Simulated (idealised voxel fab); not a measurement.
This section sets out a process module, namely voxel wiring stack.
Section shown: cut. Width: 275 nm. Cell size: 5 nm, square.
A cross-section is written here as square cells arranged in a grid, and it is given in bands from the top down, each band taking up one or more rows of cells. Within each band entry, the heights of the top and of the bottom of the band appear first, in that order and in nm; the materials of the band then follow from left to right, each with its corresponding width in nm. The designation "full width" on a single material indicates that it fills the band from edge to edge; the designation "blank" indicates empty space. Heights are expressed relative to 0, this being the level below which the as-received wafer comprises one material exclusively. The lowest band is unbounded in the downward direction and is denoted as in "from 0 down". With a width like "30 to 40", each row of cells in the band differs from the next by the same amount, the top row carrying the first number and the bottom row the second. "nothing altered" for a step: no cell of the cross-section changed in that step. For the entry "Enclosed void entries", the listed items are empty spaces with no open way to the top whose size is 8 cells or more; each item follows the pattern width x height at distance, where distance is from the left edge and all three are in nm. Note: text after step settings on the step line = simulator remark on that step. You can add "overlay nm" to a step's line. For a step with a mask, it describes how far the mask lay to the right of its planned position, and a negative number describes a lay to the left. Everything after this point is organized in pairs: a cross-section before one process step, a cross-section after it that shows only as deep as the lowest changed band, and, under the pair, the intervening step with its settings. Because different runs of this module on the same starting wafer can supply different pairs, a pair continues from the pair above it only if its entry headed "Pre-step condition" says so.

### Pre-step condition
- from 0 down = Si full width
- Enclosed void entries: none

### Sectional Result
- from 15 to 0 = SiO2 full width
- For the remainder of the cross-section, below 0, there is no change.
- Enclosed void entries: none
Processing between the before and after sections above: CONFORMAL_DEP | material SiO2 | thk nm 15

Pre-step condition: after-step cross-section of the pair just above applies.

### Sectional Result
- from 20 to 15 = TiN full width
- For the remainder of the cross-section, below 15, there is no change.
- Enclosed void entries: none
Processing between the before and after sections above: DIRECTIONAL_DEP | material TiN | thk nm 5

Pre-step condition: after-step cross-section of the pair just above applies.

### Sectional Result
- from 40 to 20 = Ru full width
- For the remainder of the cross-section, below 20, there is no change.
- Enclosed void entries: none
Processing between the before and after sections above: DIRECTIONAL_DEP | material Ru | thk nm 20

Pre-step condition: after-step cross-section of the pair just above applies.

### Sectional Result
- from 60 to 40 = 95 nm blank, 30 nm resist, 20 nm blank, 30 nm resist, 100 nm blank
- For the remainder of the cross-section, below 40, there is no change.
- Enclosed void entries: none
Processing between the before and after sections above: PATTERN | tone cover | mask id METAL_1 | material resist | width nm 30 | pitch nm 50 | thk nm 20 | overlay nm 0

Pre-step condition: after-step cross-section of the pair just above applies.

### Sectional Result
- from 60 to 40 = 95 nm blank, 30 nm resist, 20 nm blank, 30 nm resist, 100 nm blank
- from 40 to 20 = 95 nm blank, 30 nm Ru, 20 nm blank, 30 nm Ru, 100 nm blank
- For the remainder of the cross-section, below 20, there is no change.
- Enclosed void entries: none
Processing between the before and after sections above: DIRECTIONAL_ETCH | etch materials Ru | depth nm 20

Pre-step condition: after-step cross-section of the pair just above applies.

### Sectional Result
- from 60 to 40 = 95 nm blank, 30 nm resist, 20 nm blank, 30 nm resist, 100 nm blank
- from 40 to 20 = 95 nm blank, 30 nm Ru, 20 nm blank, 30 nm Ru, 100 nm blank
- from 20 to 15 = 95 nm blank, 30 nm TiN, 20 nm blank, 30 nm TiN, 100 nm blank
- For the remainder of the cross-section, below 15, there is no change.
- Enclosed void entries: none
Processing between the before and after sections above: DIRECTIONAL_ETCH | etch materials TiN | depth nm 5

Pre-step condition: after-step cross-section of the pair just above applies.

### Sectional Result
- from 40 to 20 = 95 nm blank, 30 nm Ru, 20 nm blank, 30 nm Ru, 100 nm blank
- For the remainder of the cross-section, below 20, there is no change.
- Enclosed void entries: none
Processing between the before and after sections above: STRIP | etch materials resist

Pre-step condition: after-step cross-section of the pair just above applies.

### Sectional Result
- from 45 to 40 = 90 nm blank, 40 nm SiN, 10 nm blank, 40 nm SiN, 95 nm blank
- from 40 to 20 = 90 nm blank, 5 nm SiN, 30 nm Ru, 5 nm SiN, 10 nm blank, 5 nm SiN, 30 nm Ru, 5 nm SiN, 95 nm blank
- from 20 to 15 = 95 nm SiN, 30 nm TiN, 20 nm SiN, 30 nm TiN, 100 nm SiN
- For the remainder of the cross-section, below 15, there is no change.
- Enclosed void entries: none
Processing between the before and after sections above: CONFORMAL_DEP | material SiN | thk nm 5

Pre-step condition: after-step cross-section of the pair just above applies.

### Sectional Result
- from 50 to 45 = SiO2 full width
- from 45 to 40 = 90 nm SiO2, 40 nm SiN, 10 nm SiO2, 40 nm SiN, 95 nm SiO2
- from 40 to 20 = 90 nm SiO2, 5 nm SiN, 30 nm Ru, 5 nm SiN, 10 nm SiO2, 5 nm SiN, 30 nm Ru, 5 nm SiN, 95 nm SiO2
- For the remainder of the cross-section, below 20, there is no change.
- Enclosed void entries: none
Processing between the before and after sections above: FILL_DEP | material SiO2 | thk nm 5

Pre-step condition: after-step cross-section of the pair just above applies.

### Sectional Result
- from 40 to 20 = 90 nm SiO2, 5 nm SiN, 30 nm Ru, 5 nm SiN, 10 nm SiO2, 5 nm SiN, 30 nm Ru, 5 nm SiN, 95 nm SiO2
- For the remainder of the cross-section, below 20, there is no change.
- Enclosed void entries: none
Processing between the before and after sections above: CMP | height nm 40

Pre-step condition: after-step cross-section of the pair just above applies.

### Sectional Result
- from 45 to 40 = SiCN full width
- For the remainder of the cross-section, below 40, there is no change.
- Enclosed void entries: none
Processing between the before and after sections above: CONFORMAL_DEP | material SiCN | thk nm 5

Pre-step condition: after-step cross-section of the pair just above applies.

### Sectional Result
- from 60 to 45 = SiO2 full width
- For the remainder of the cross-section, below 45, there is no change.
- Enclosed void entries: none
Processing between the before and after sections above: DIRECTIONAL_DEP | material SiO2 | thk nm 15

Pre-step condition: after-step cross-section of the pair just above applies.

### Sectional Result
- from 60 to 45 = 95 nm SiO2, 15 nm blank, 165 nm SiO2
- For the remainder of the cross-section, below 45, there is no change.
- Enclosed void entries: none
Processing between the before and after sections above: MASKED_ETCH | tone open | mask id PLUG_1 | width nm 15 | etch materials SiO2 | depth nm 15 | overlay nm 0

Pre-step condition: after-step cross-section of the pair just above applies.

### Sectional Result
- from 60 to 45 = 95 nm SiO2, 15 nm blank, 165 nm SiO2
- from 45 to 40 = 95 nm SiCN, 15 nm blank, 165 nm SiCN
- For the remainder of the cross-section, below 40, there is no change.
- Enclosed void entries: none
Processing between the before and after sections above: MASKED_ETCH | tone open | mask id PLUG_1 | width nm 15 | etch materials SiCN | depth nm 5 | overlay nm 0

Pre-step condition: after-step cross-section of the pair just above applies.

### Sectional Result
- from 60 to 50 = 95 nm SiO2, 15 nm blank, 165 nm SiO2
- from 50 to 45 = 95 nm SiO2, 15 nm Ru, 165 nm SiO2
- from 45 to 40 = 95 nm SiCN, 15 nm Ru, 165 nm SiCN
- For the remainder of the cross-section, below 40, there is no change.
- Enclosed void entries: none
Processing between the before and after sections above: EPI | material Ru | thk nm 10

Pre-step condition: after-step cross-section of the pair just above applies.

### Sectional Result
- from 60 to 45 = 95 nm SiO2, 15 nm Ru, 165 nm SiO2
- For the remainder of the cross-section, below 45, there is no change.
- Enclosed void entries: none
Processing between the before and after sections above: EPI | material Ru | thk nm 10

Pre-step condition: after-step cross-section of the pair just above applies.

### Sectional Result
- from 65 to 60 = TiN full width
- For the remainder of the cross-section, below 60, there is no change.
- Enclosed void entries: none
Processing between the before and after sections above: DIRECTIONAL_DEP | material TiN | thk nm 5

Pre-step condition: after-step cross-section of the pair just above applies.

### Sectional Result
- from 90 to 65 = Ru full width
- For the remainder of the cross-section, below 65, there is no change.
- Enclosed void entries: none
Processing between the before and after sections above: DIRECTIONAL_DEP | material Ru | thk nm 25

Pre-step condition: after-step cross-section of the pair just above applies.

### Sectional Result
- from 90 to 65 = 95 nm blank, 30 nm Ru, 20 nm blank, 30 nm Ru, 100 nm blank
- For the remainder of the cross-section, below 65, there is no change.
- Enclosed void entries: none
Processing between the before and after sections above: MASKED_ETCH | tone cover | mask id METAL_2 | width nm 30 | pitch nm 50 | etch materials Ru | depth nm 25 | overlay nm 0

Pre-step condition: after-step cross-section of the pair just above applies.

### Sectional Result
- from 90 to 65 = 95 nm blank, 30 nm Ru, 20 nm blank, 30 nm Ru, 100 nm blank
- from 65 to 60 = 95 nm blank, 30 nm TiN, 20 nm blank, 30 nm TiN, 100 nm blank
- For the remainder of the cross-section, below 60, there is no change.
- Enclosed void entries: none
Processing between the before and after sections above: MASKED_ETCH | tone cover | mask id METAL_2 | width nm 30 | pitch nm 50 | etch materials TiN | depth nm 5 | overlay nm 0

Pre-step condition: after-step cross-section of the pair just above applies.

### Sectional Result
- from 95 to 90 = lowk full width
- from 90 to 65 = 95 nm lowk, 30 nm Ru, 20 nm lowk, 30 nm Ru, 100 nm lowk
- from 65 to 60 = 95 nm lowk, 30 nm TiN, 20 nm lowk, 30 nm TiN, 100 nm lowk
- For the remainder of the cross-section, below 60, there is no change.
- Enclosed void entries: none
Processing between the before and after sections above: FILL_DEP | material lowk | thk nm 5

Pre-step condition: after-step cross-section of the pair just above applies.

### Sectional Result
- from 90 to 65 = 95 nm lowk, 30 nm Ru, 20 nm lowk, 30 nm Ru, 100 nm lowk
- For the remainder of the cross-section, below 65, there is no change.
- Enclosed void entries: none
Processing between the before and after sections above: CMP | height nm 90

Pre-step condition: after-step cross-section of the pair just above applies.

### Sectional Result
- from 95 to 90 = SiCN full width
- For the remainder of the cross-section, below 90, there is no change.
- Enclosed void entries: none
Processing between the before and after sections above: CONFORMAL_DEP | material SiCN | thk nm 5

Pre-step condition: after-step cross-section of the pair just above applies.

### Sectional Result
- from 115 to 95 = SiO2 full width
- For the remainder of the cross-section, below 95, there is no change.
- Enclosed void entries: none
Processing between the before and after sections above: DIRECTIONAL_DEP | material SiO2 | thk nm 20

Pre-step condition: after-step cross-section of the pair just above applies.

### Sectional Result
- from 115 to 95 = 95 nm SiO2, 15 nm blank, 165 nm SiO2
- For the remainder of the cross-section, below 95, there is no change.
- Enclosed void entries: none
Processing between the before and after sections above: MASKED_ETCH | tone open | mask id PLUG_2 | width nm 15 | etch materials SiO2 | depth nm 20 | overlay nm 0

Pre-step condition: after-step cross-section of the pair just above applies.

### Sectional Result
- from 115 to 95 = 95 nm SiO2, 15 nm blank, 165 nm SiO2
- from 95 to 90 = 95 nm SiCN, 15 nm blank, 165 nm SiCN
- For the remainder of the cross-section, below 90, there is no change.
- Enclosed void entries: none
Processing between the before and after sections above: MASKED_ETCH | tone open | mask id PLUG_2 | width nm 15 | etch materials SiCN | depth nm 5 | overlay nm 0

Pre-step condition: after-step cross-section of the pair just above applies.

### Sectional Result
- from 115 to 100 = 95 nm SiO2, 15 nm blank, 165 nm SiO2
- from 100 to 95 = 95 nm SiO2, 15 nm Ru, 165 nm SiO2
- from 95 to 90 = 95 nm SiCN, 15 nm Ru, 165 nm SiCN
- For the remainder of the cross-section, below 90, there is no change.
- Enclosed void entries: none
Processing between the before and after sections above: EPI | material Ru | thk nm 10

Pre-step condition: after-step cross-section of the pair just above applies.

### Sectional Result
- from 115 to 110 = 95 nm SiO2, 15 nm blank, 165 nm SiO2
- from 110 to 95 = 95 nm SiO2, 15 nm Ru, 165 nm SiO2
- For the remainder of the cross-section, below 95, there is no change.
- Enclosed void entries: none
Processing between the before and after sections above: EPI | material Ru | thk nm 10

Pre-step condition: after-step cross-section of the pair just above applies.

### Sectional Result
- from 115 to 95 = 95 nm SiO2, 15 nm Ru, 165 nm SiO2
- For the remainder of the cross-section, below 95, there is no change.
- Enclosed void entries: none
Processing between the before and after sections above: EPI | material Ru | thk nm 5

Pre-step condition: after-step cross-section of the pair just above applies.

### Sectional Result
- from 120 to 115 = TiN full width
- For the remainder of the cross-section, below 115, there is no change.
- Enclosed void entries: none
Processing between the before and after sections above: DIRECTIONAL_DEP | material TiN | thk nm 5

Pre-step condition: after-step cross-section of the pair just above applies.

### Sectional Result
- from 140 to 120 = W full width
- For the remainder of the cross-section, below 120, there is no change.
- Enclosed void entries: none
Processing between the before and after sections above: DIRECTIONAL_DEP | material W | thk nm 20

Pre-step condition: after-step cross-section of the pair just above applies.

### Sectional Result
- from 150 to 140 = aC full width
- For the remainder of the cross-section, below 140, there is no change.
- Enclosed void entries: none
Processing between the before and after sections above: DIRECTIONAL_DEP | material aC | thk nm 10

Pre-step condition: after-step cross-section of the pair just above applies.

### Sectional Result
- from 180 to 150 = 95 nm blank, 30 nm resist, 20 nm blank, 30 nm resist, 100 nm blank
- For the remainder of the cross-section, below 150, there is no change.
- Enclosed void entries: none
Processing between the before and after sections above: PATTERN | tone cover | mask id METAL_3 | material resist | width nm 30 | pitch nm 50 | thk nm 30 | overlay nm 0

Pre-step condition: after-step cross-section of the pair just above applies.

### Sectional Result
- from 170 to 150 = 95 nm blank, 30 nm resist, 20 nm blank, 30 nm resist, 100 nm blank
- from 150 to 140 = 95 nm blank, 30 nm aC, 20 nm blank, 30 nm aC, 100 nm blank
- For the remainder of the cross-section, below 140, there is no change.
- Enclosed void entries: none
Processing between the before and after sections above: DIRECTIONAL_ETCH | etch materials aC | depth nm 10

Pre-step condition: after-step cross-section of the pair just above applies.

### Sectional Result
- from 150 to 140 = 95 nm blank, 30 nm aC, 20 nm blank, 30 nm aC, 100 nm blank
- For the remainder of the cross-section, below 140, there is no change.
- Enclosed void entries: none
Processing between the before and after sections above: STRIP | etch materials resist

Pre-step condition: after-step cross-section of the pair just above applies.

### Sectional Result
- from 150 to 140 = 95 nm blank, 30 nm aC, 20 nm blank, 30 nm aC, 100 nm blank
- from 140 to 120 = 95 nm blank, 30 nm W, 20 nm blank, 30 nm W, 100 nm blank
- For the remainder of the cross-section, below 120, there is no change.
- Enclosed void entries: none
Processing between the before and after sections above: DIRECTIONAL_ETCH | etch materials W | depth nm 20

Pre-step condition: after-step cross-section of the pair just above applies.

### Sectional Result
- from 150 to 140 = 95 nm blank, 30 nm aC, 20 nm blank, 30 nm aC, 100 nm blank
- from 140 to 120 = 95 nm blank, 30 nm W, 20 nm blank, 30 nm W, 100 nm blank
- from 120 to 115 = 95 nm blank, 30 nm TiN, 20 nm blank, 30 nm TiN, 100 nm blank
- For the remainder of the cross-section, below 115, there is no change.
- Enclosed void entries: none
Processing between the before and after sections above: DIRECTIONAL_ETCH | etch materials TiN | depth nm 5

Pre-step condition: after-step cross-section of the pair just above applies.

### Sectional Result
- from 140 to 120 = 95 nm blank, 30 nm W, 20 nm blank, 30 nm W, 100 nm blank
- For the remainder of the cross-section, below 120, there is no change.
- Enclosed void entries: none
Processing between the before and after sections above: STRIP | etch materials aC

Pre-step condition: after-step cross-section of the pair just above applies.

### Sectional Result
- from 145 to 140 = lowk full width
- from 140 to 120 = 95 nm lowk, 30 nm W, 20 nm lowk, 30 nm W, 100 nm lowk
- from 120 to 115 = 95 nm lowk, 30 nm TiN, 20 nm lowk, 30 nm TiN, 100 nm lowk
- For the remainder of the cross-section, below 115, there is no change.
- Enclosed void entries: none
Processing between the before and after sections above: FILL_DEP | material lowk | thk nm 5

Pre-step condition: after-step cross-section of the pair just above applies.

### Sectional Result
- from 140 to 120 = 95 nm lowk, 30 nm W, 20 nm lowk, 30 nm W, 100 nm lowk
- For the remainder of the cross-section, below 120, there is no change.
- Enclosed void entries: none
Processing between the before and after sections above: CMP | height nm 140

Pre-step condition: after-step cross-section of the pair just above applies.

### Sectional Result
- from 145 to 140 = SiCN full width
- For the remainder of the cross-section, below 140, there is no change.
- Enclosed void entries: none
Processing between the before and after sections above: CONFORMAL_DEP | material SiCN | thk nm 5

### Pre-step condition
- from 45 to 40 = SiCN full width
- from 40 to 20 = 90 nm SiO2, 5 nm SiN, 30 nm Ru, 5 nm SiN, 10 nm SiO2, 5 nm SiN, 30 nm Ru, 5 nm SiN, 95 nm SiO2
- from 20 to 15 = 95 nm SiN, 30 nm TiN, 20 nm SiN, 30 nm TiN, 100 nm SiN
- from 15 to 0 = SiO2 full width
- from 0 down = Si full width
- Enclosed void entries: none

### Sectional Result
- from 45 to 40 = 95 nm SiCN, 15 nm blank, 165 nm SiCN
- For the remainder of the cross-section, below 40, there is no change.
- Enclosed void entries: none
Processing between the before and after sections above: MASKED_ETCH | tone open | mask id PLUG_1 | width nm 15 | etch materials SiCN | depth nm 5 | overlay nm 0

Pre-step condition: after-step cross-section of the pair just above applies.

### Sectional Result
- from 50 to 45 = 90 nm blank, 25 nm Ru, 160 nm blank
- from 45 to 40 = 95 nm SiCN, 15 nm Ru, 165 nm SiCN
- For the remainder of the cross-section, below 40, there is no change.
- Enclosed void entries: none
Processing between the before and after sections above: EPI | material Ru | thk nm 10

Pre-step condition: after-step cross-section of the pair just above applies.

### Sectional Result
- from 60 to 45 = 80 nm blank, 45 nm Ru, 150 nm blank
- For the remainder of the cross-section, below 45, there is no change.
- Enclosed void entries: none
Processing between the before and after sections above: EPI | material Ru | thk nm 10

Pre-step condition: after-step cross-section of the pair just above applies.

### Sectional Result
- from 65 to 60 = 80 nm blank, 45 nm TiN, 150 nm blank
- from 60 to 50 = 80 nm blank, 45 nm Ru, 150 nm blank
- from 50 to 45 = 80 nm TiN, 45 nm Ru, 150 nm TiN
- For the remainder of the cross-section, below 45, there is no change.
- Enclosed void entries: none
Processing between the before and after sections above: DIRECTIONAL_DEP | material TiN | thk nm 5

Pre-step condition: after-step cross-section of the pair just above applies.

### Sectional Result
- from 90 to 75 = 80 nm blank, 45 nm Ru, 150 nm blank
- from 75 to 65 = Ru full width
- from 65 to 60 = 80 nm Ru, 45 nm TiN, 150 nm Ru
- from 60 to 50 = Ru full width
- For the remainder of the cross-section, below 50, there is no change.
- Enclosed void entries: none
Processing between the before and after sections above: DIRECTIONAL_DEP | material Ru | thk nm 25

Pre-step condition: after-step cross-section of the pair just above applies.

### Sectional Result
- from 90 to 75 = 95 nm blank, 30 nm Ru, 150 nm blank
- from 75 to 65 = 95 nm blank, 30 nm Ru, 20 nm blank, 30 nm Ru, 100 nm blank
- from 65 to 60 = 80 nm blank, 45 nm TiN, 20 nm blank, 30 nm Ru, 100 nm blank
- from 60 to 50 = 80 nm blank, 45 nm Ru, 20 nm blank, 30 nm Ru, 100 nm blank
- For the remainder of the cross-section, below 50, there is no change.
- Enclosed void entries: none
Processing between the before and after sections above: MASKED_ETCH | tone cover | mask id METAL_2 | width nm 30 | pitch nm 50 | etch materials Ru | depth nm 25 | overlay nm 0

Pre-step condition: after-step cross-section of the pair just above applies.

### Sectional Result
- from 90 to 75 = 95 nm blank, 30 nm Ru, 150 nm blank
- from 75 to 65 = 95 nm blank, 30 nm Ru, 20 nm blank, 30 nm Ru, 100 nm blank
- from 65 to 60 = 95 nm blank, 30 nm TiN, 20 nm blank, 30 nm Ru, 100 nm blank
- from 60 to 50 = 80 nm blank, 45 nm Ru, 20 nm blank, 30 nm Ru, 100 nm blank
- from 50 to 45 = 80 nm blank, 45 nm Ru, 20 nm blank, 30 nm TiN, 100 nm blank
- For the remainder of the cross-section, below 45, there is no change.
- Enclosed void entries: none
Processing between the before and after sections above: MASKED_ETCH | tone cover | mask id METAL_2 | width nm 30 | pitch nm 50 | etch materials TiN | depth nm 5 | overlay nm 0

Pre-step condition: after-step cross-section of the pair just above applies.

### Sectional Result
- from 95 to 90 = lowk full width
- from 90 to 75 = 95 nm lowk, 30 nm Ru, 150 nm lowk
- from 75 to 65 = 95 nm lowk, 30 nm Ru, 20 nm lowk, 30 nm Ru, 100 nm lowk
- from 65 to 60 = 95 nm lowk, 30 nm TiN, 20 nm lowk, 30 nm Ru, 100 nm lowk
- from 60 to 50 = 80 nm lowk, 45 nm Ru, 20 nm lowk, 30 nm Ru, 100 nm lowk
- from 50 to 45 = 80 nm lowk, 45 nm Ru, 20 nm lowk, 30 nm TiN, 100 nm lowk
- For the remainder of the cross-section, below 45, there is no change.
- Enclosed void entries: none
Processing between the before and after sections above: FILL_DEP | material lowk | thk nm 5

Pre-step condition: after-step cross-section of the pair just above applies.

### Sectional Result
- from 90 to 75 = 95 nm lowk, 30 nm Ru, 150 nm lowk
- For the remainder of the cross-section, below 75, there is no change.
- Enclosed void entries: none
Processing between the before and after sections above: CMP | height nm 90

Pre-step condition: after-step cross-section of the pair just above applies.

### Sectional Result
- from 95 to 90 = SiCN full width
- For the remainder of the cross-section, below 90, there is no change.
- Enclosed void entries: none
Processing between the before and after sections above: CONFORMAL_DEP | material SiCN | thk nm 5

Pre-step condition: after-step cross-section of the pair just above applies.

### Sectional Result
- from 115 to 95 = SiO2 full width
- For the remainder of the cross-section, below 95, there is no change.
- Enclosed void entries: none
Processing between the before and after sections above: DIRECTIONAL_DEP | material SiO2 | thk nm 20

Pre-step condition: after-step cross-section of the pair just above applies.

### Sectional Result
- from 115 to 95 = 95 nm SiO2, 15 nm blank, 165 nm SiO2
- For the remainder of the cross-section, below 95, there is no change.
- Enclosed void entries: none
Processing between the before and after sections above: MASKED_ETCH | tone open | mask id PLUG_2 | width nm 15 | etch materials SiO2 | depth nm 20 | overlay nm 0

Pre-step condition: after-step cross-section of the pair just above applies.

### Sectional Result
- from 115 to 95 = 95 nm SiO2, 15 nm blank, 165 nm SiO2
- from 95 to 90 = 95 nm SiCN, 15 nm blank, 165 nm SiCN
- For the remainder of the cross-section, below 90, there is no change.
- Enclosed void entries: none
Processing between the before and after sections above: MASKED_ETCH | tone open | mask id PLUG_2 | width nm 15 | etch materials SiCN | depth nm 5 | overlay nm 0

Pre-step condition: after-step cross-section of the pair just above applies.

### Sectional Result
- from 115 to 100 = 95 nm SiO2, 15 nm blank, 165 nm SiO2
- from 100 to 95 = 95 nm SiO2, 15 nm Ru, 165 nm SiO2
- from 95 to 90 = 95 nm SiCN, 15 nm Ru, 165 nm SiCN
- For the remainder of the cross-section, below 90, there is no change.
- Enclosed void entries: none
Processing between the before and after sections above: EPI | material Ru | thk nm 10

Pre-step condition: after-step cross-section of the pair just above applies.

### Sectional Result
- from 115 to 110 = 95 nm SiO2, 15 nm blank, 165 nm SiO2
- from 110 to 95 = 95 nm SiO2, 15 nm Ru, 165 nm SiO2
- For the remainder of the cross-section, below 95, there is no change.
- Enclosed void entries: none
Processing between the before and after sections above: EPI | material Ru | thk nm 10

Pre-step condition: after-step cross-section of the pair just above applies.

### Sectional Result
- from 115 to 95 = 95 nm SiO2, 15 nm Ru, 165 nm SiO2
- For the remainder of the cross-section, below 95, there is no change.
- Enclosed void entries: none
Processing between the before and after sections above: EPI | material Ru | thk nm 5

Pre-step condition: after-step cross-section of the pair just above applies.

### Sectional Result
- from 120 to 115 = TiN full width
- For the remainder of the cross-section, below 115, there is no change.
- Enclosed void entries: none
Processing between the before and after sections above: DIRECTIONAL_DEP | material TiN | thk nm 5

Pre-step condition: after-step cross-section of the pair just above applies.

### Sectional Result
- from 140 to 120 = W full width
- For the remainder of the cross-section, below 120, there is no change.
- Enclosed void entries: none
Processing between the before and after sections above: DIRECTIONAL_DEP | material W | thk nm 20

Pre-step condition: after-step cross-section of the pair just above applies.

### Sectional Result
- from 150 to 140 = aC full width
- For the remainder of the cross-section, below 140, there is no change.
- Enclosed void entries: none
Processing between the before and after sections above: DIRECTIONAL_DEP | material aC | thk nm 10

Pre-step condition: after-step cross-section of the pair just above applies.

### Sectional Result
- from 180 to 150 = 95 nm blank, 30 nm resist, 20 nm blank, 30 nm resist, 100 nm blank
- For the remainder of the cross-section, below 150, there is no change.
- Enclosed void entries: none
Processing between the before and after sections above: PATTERN | tone cover | mask id METAL_3 | material resist | width nm 30 | pitch nm 50 | thk nm 30 | overlay nm 0

Pre-step condition: after-step cross-section of the pair just above applies.

### Sectional Result
- from 170 to 150 = 95 nm blank, 30 nm resist, 20 nm blank, 30 nm resist, 100 nm blank
- from 150 to 140 = 95 nm blank, 30 nm aC, 20 nm blank, 30 nm aC, 100 nm blank
- For the remainder of the cross-section, below 140, there is no change.
- Enclosed void entries: none
Processing between the before and after sections above: DIRECTIONAL_ETCH | etch materials aC | depth nm 10

Pre-step condition: after-step cross-section of the pair just above applies.

### Sectional Result
- from 150 to 140 = 95 nm blank, 30 nm aC, 20 nm blank, 30 nm aC, 100 nm blank
- For the remainder of the cross-section, below 140, there is no change.
- Enclosed void entries: none
Processing between the before and after sections above: STRIP | etch materials resist

Pre-step condition: after-step cross-section of the pair just above applies.

### Sectional Result
- from 150 to 140 = 95 nm blank, 30 nm aC, 20 nm blank, 30 nm aC, 100 nm blank
- from 140 to 120 = 95 nm blank, 30 nm W, 20 nm blank, 30 nm W, 100 nm blank
- For the remainder of the cross-section, below 120, there is no change.
- Enclosed void entries: none
Processing between the before and after sections above: DIRECTIONAL_ETCH | etch materials W | depth nm 20

Pre-step condition: after-step cross-section of the pair just above applies.

### Sectional Result
- from 150 to 140 = 95 nm blank, 30 nm aC, 20 nm blank, 30 nm aC, 100 nm blank
- from 140 to 120 = 95 nm blank, 30 nm W, 20 nm blank, 30 nm W, 100 nm blank
- from 120 to 115 = 95 nm blank, 30 nm TiN, 20 nm blank, 30 nm TiN, 100 nm blank
- For the remainder of the cross-section, below 115, there is no change.
- Enclosed void entries: none
Processing between the before and after sections above: DIRECTIONAL_ETCH | etch materials TiN | depth nm 5

Pre-step condition: after-step cross-section of the pair just above applies.

### Sectional Result
- from 140 to 120 = 95 nm blank, 30 nm W, 20 nm blank, 30 nm W, 100 nm blank
- For the remainder of the cross-section, below 120, there is no change.
- Enclosed void entries: none
Processing between the before and after sections above: STRIP | etch materials aC

Pre-step condition: after-step cross-section of the pair just above applies.

### Sectional Result
- from 145 to 140 = lowk full width
- from 140 to 120 = 95 nm lowk, 30 nm W, 20 nm lowk, 30 nm W, 100 nm lowk
- from 120 to 115 = 95 nm lowk, 30 nm TiN, 20 nm lowk, 30 nm TiN, 100 nm lowk
- For the remainder of the cross-section, below 115, there is no change.
- Enclosed void entries: none
Processing between the before and after sections above: FILL_DEP | material lowk | thk nm 5

Pre-step condition: after-step cross-section of the pair just above applies.

### Sectional Result
- from 140 to 120 = 95 nm lowk, 30 nm W, 20 nm lowk, 30 nm W, 100 nm lowk
- For the remainder of the cross-section, below 120, there is no change.
- Enclosed void entries: none
Processing between the before and after sections above: CMP | height nm 140

Pre-step condition: after-step cross-section of the pair just above applies.

### Sectional Result
- from 145 to 140 = SiCN full width
- For the remainder of the cross-section, below 140, there is no change.
- Enclosed void entries: none
Processing between the before and after sections above: CONFORMAL_DEP | material SiCN | thk nm 5

### Pre-step condition
- from 60 to 45 = 95 nm SiO2, 15 nm Ru, 165 nm SiO2
- from 45 to 40 = 95 nm SiCN, 15 nm Ru, 165 nm SiCN
- from 40 to 20 = 90 nm SiO2, 5 nm SiN, 30 nm Ru, 5 nm SiN, 10 nm SiO2, 5 nm SiN, 30 nm Ru, 5 nm SiN, 95 nm SiO2
- from 20 to 15 = 95 nm SiN, 30 nm TiN, 20 nm SiN, 30 nm TiN, 100 nm SiN
- from 15 to 0 = SiO2 full width
- from 0 down = Si full width
- Enclosed void entries: none

### Sectional Result
- from 70 to 60 = 85 nm blank, 35 nm Ru, 155 nm blank
- For the remainder of the cross-section, below 60, there is no change.
- Enclosed void entries: none
Processing between the before and after sections above: EPI | material Ru | thk nm 10

Pre-step condition: after-step cross-section of the pair just above applies.

### Sectional Result
- from 75 to 70 = 85 nm blank, 35 nm TiN, 155 nm blank
- from 70 to 65 = 85 nm blank, 35 nm Ru, 155 nm blank
- from 65 to 60 = 85 nm TiN, 35 nm Ru, 155 nm TiN
- For the remainder of the cross-section, below 60, there is no change.
- Enclosed void entries: none
Processing between the before and after sections above: DIRECTIONAL_DEP | material TiN | thk nm 5

Pre-step condition: after-step cross-section of the pair just above applies.

### Sectional Result
- from 100 to 90 = 85 nm blank, 35 nm Ru, 155 nm blank
- from 90 to 75 = Ru full width
- from 75 to 70 = 85 nm Ru, 35 nm TiN, 155 nm Ru
- from 70 to 65 = Ru full width
- For the remainder of the cross-section, below 65, there is no change.
- Enclosed void entries: none
Processing between the before and after sections above: DIRECTIONAL_DEP | material Ru | thk nm 25

Pre-step condition: after-step cross-section of the pair just above applies.

### Sectional Result
- from 100 to 90 = 95 nm blank, 25 nm Ru, 155 nm blank
- from 90 to 75 = 95 nm blank, 30 nm Ru, 20 nm blank, 30 nm Ru, 100 nm blank
- from 75 to 70 = 85 nm blank, 35 nm TiN, 5 nm Ru, 20 nm blank, 30 nm Ru, 100 nm blank
- from 70 to 65 = 85 nm blank, 40 nm Ru, 20 nm blank, 30 nm Ru, 100 nm blank
- For the remainder of the cross-section, below 65, there is no change.
- Enclosed void entries: none
Processing between the before and after sections above: MASKED_ETCH | tone cover | mask id METAL_2 | width nm 30 | pitch nm 50 | etch materials Ru | depth nm 25 | overlay nm 0

Pre-step condition: after-step cross-section of the pair just above applies.

### Sectional Result
- from 100 to 90 = 95 nm blank, 25 nm Ru, 155 nm blank
- from 90 to 75 = 95 nm blank, 30 nm Ru, 20 nm blank, 30 nm Ru, 100 nm blank
- from 75 to 70 = 95 nm blank, 25 nm TiN, 5 nm Ru, 20 nm blank, 30 nm Ru, 100 nm blank
- from 70 to 65 = 85 nm blank, 40 nm Ru, 20 nm blank, 30 nm Ru, 100 nm blank
- from 65 to 60 = 85 nm blank, 35 nm Ru, 5 nm TiN, 20 nm blank, 30 nm TiN, 100 nm blank
- For the remainder of the cross-section, below 60, there is no change.
- Enclosed void entries: none
Processing between the before and after sections above: MASKED_ETCH | tone cover | mask id METAL_2 | width nm 30 | pitch nm 50 | etch materials TiN | depth nm 5 | overlay nm 0

Pre-step condition: after-step cross-section of the pair just above applies.

### Sectional Result
- from 105 to 100 = lowk full width
- from 100 to 90 = 95 nm lowk, 25 nm Ru, 155 nm lowk
- from 90 to 75 = 95 nm lowk, 30 nm Ru, 20 nm lowk, 30 nm Ru, 100 nm lowk
- from 75 to 70 = 95 nm lowk, 25 nm TiN, 5 nm Ru, 20 nm lowk, 30 nm Ru, 100 nm lowk
- from 70 to 65 = 85 nm lowk, 40 nm Ru, 20 nm lowk, 30 nm Ru, 100 nm lowk
- from 65 to 60 = 85 nm lowk, 35 nm Ru, 5 nm TiN, 20 nm lowk, 30 nm TiN, 100 nm lowk
- For the remainder of the cross-section, below 60, there is no change.
- Enclosed void entries: none
Processing between the before and after sections above: FILL_DEP | material lowk | thk nm 5
